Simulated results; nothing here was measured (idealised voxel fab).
The process module presented herein is designated voxel self aligned vias.
We display cut, a cross-section 175 nm in width whose square cells are each 5 nm.
If you're reading a cross-section in this doc, picture square cells in a grid; it comes to you as bands, top ones listed first down to the bottom, and a band can be one or more rows of cells.
Heads up on the band format: heights come first, top then bottom, in nm. After that it's the materials left to right, each with its width in nm. A single material flagged "all across" fills the whole band edge to edge, and "empty" means there's empty space there.
It should be noted that heights are counted from 0, beneath which the wafer as supplied is of one material throughout, and that the lowest band possesses no lower boundary but continues downward, as written in "0 -> down".
Think of "30->40" as a width that walks from the first number to the second as you go down the band, top row to bottom row, taking equal-sized steps from row to row.
No cell of the cross-section changed in a step that is given as "no change".
Enclosed voids (no open way to top), threshold 8 cells or more, entry "Catalogued sealed voids", notation width x height at distance, distance from left edge, nm.
Text after the settings on a step's line: the simulator's own remark on that step.
overlay nm: right-of-plan distance of the mask on a masked step; negative values mean left-of-plan.

### Planned step list for the process
| 1 | RECEIVE | material Si |
| 2 | CONFORMAL_DEP | material SiO2 | thk nm 10 |
| 3 | CONFORMAL_DEP | material SiCN | thk nm 5 |
| 4 | DIRECTIONAL_DEP | material SiO2 | thk nm 25 |
| 5 | PATTERN | tone open | mask id LINES | material resist | width nm 30 | pitch nm 65 | thk nm 20 | overlay nm 0 |
| 6 | DIRECTIONAL_ETCH | etch materials SiO2 | depth nm 25 |
| 7 | STRIP | etch materials resist |
| 8 | CONFORMAL_DEP | material TiN | thk nm 5 |
| 9 | FILL_DEP | material W | thk nm 10 |
| 10 | CMP | height nm 40 |
| 11 | SELECTIVE_ETCH | etch materials W Ru TiN | depth nm 10 |
| 12 | FILL_DEP | material SiN | thk nm 10 |
| 13 | CMP | height nm 40 |
| 14 | DIRECTIONAL_DEP | material SiO2 | thk nm 15 |
| 15 | DIRECTIONAL_DEP | material aC | thk nm 10 |
| 16 | PATTERN | tone open | mask id VIAS | material resist | width nm 50 | thk nm 25 | overlay nm 0 |
| 17 | DIRECTIONAL_ETCH | etch materials aC | depth nm 10 |
| 18 | STRIP | etch materials resist |
| 19 | DIRECTIONAL_ETCH | etch materials SiO2 | depth nm 15 |
| 20 | DIRECTIONAL_ETCH | etch materials SiN | depth nm 10 |
| 21 | STRIP | etch materials aC |
| 22 | CONFORMAL_DEP | material TiN | thk nm 5 |
| 23 | FILL_DEP | material Ru | thk nm 10 |
| 24 | CMP | height nm 55 |
| 25 | CONFORMAL_DEP | material SiN | thk nm 5 |

### Delivered wafer in cross-section: state after step 1
    0 -> down | Si all across
    Catalogued sealed voids: none

### First wafer of two, sectioned at end of module; run went per plan
    60 -> 55 | SiN all across
    55 -> 45 | SiO2 (30)  TiN (5)  Ru (40)  TiN (5)  SiO2 (95)
    45 -> 40 | SiO2 (30)  TiN (15)  Ru (20)  TiN (15)  SiO2 (95)
    40 -> 35 | SiO2 (40)  TiN (5)  Ru (20)  TiN (5)  SiO2 (35)  SiN (30)  SiO2 (40)
    35 -> 30 | SiO2 (40)  TiN (30)  SiO2 (35)  SiN (30)  SiO2 (40)
    30 -> 20 | SiO2 (40)  TiN (5)  W (20)  TiN (5)  SiO2 (35)  TiN (5)  W (20)  TiN (5)  SiO2 (40)
    20 -> 15 | SiO2 (40)  TiN (30)  SiO2 (35)  TiN (30)  SiO2 (40)
    15 -> 10 | SiCN all across
    10 -> 0 | SiO2 all across
    0 -> down | Si all across
    Catalogued sealed voids: none

### So this is wafer number two of the two, cut at the end of the module - it started where the first did and had the same plan, we just got one thing wrong running it
    60 -> 55 | SiN all across
    55 -> 45 | SiO2 (35)  TiN (5)  Ru (35)  TiN (5)  SiO2 (95)
    45 -> 40 | SiO2 (35)  TiN (10)  Ru (20)  TiN (15)  SiO2 (95)
    40 -> 35 | SiO2 (40)  TiN (5)  Ru (20)  TiN (5)  SiO2 (35)  SiN (30)  SiO2 (40)
    35 -> 30 | SiO2 (40)  TiN (30)  SiO2 (35)  SiN (30)  SiO2 (40)
    30 -> 20 | SiO2 (40)  TiN (5)  W (20)  TiN (5)  SiO2 (35)  TiN (5)  W (20)  TiN (5)  SiO2 (40)
    20 -> 15 | SiO2 (40)  TiN (30)  SiO2 (35)  TiN (30)  SiO2 (40)
    15 -> 10 | SiCN all across
    10 -> 0 | SiO2 all across
    0 -> down | Si all across
    Catalogued sealed voids: none
Misprocessing identified: step 16 was run on a setting that differed from the plan, and what really ran there is PATTERN | tone open | mask id VIAS | material resist | width nm 45 | thk nm 25 | overlay nm 0
Materials where the second wafer ends with more or fewer cells than the first: 2 fewer of Ru; 3 more of SiO2; 1 fewer of TiN
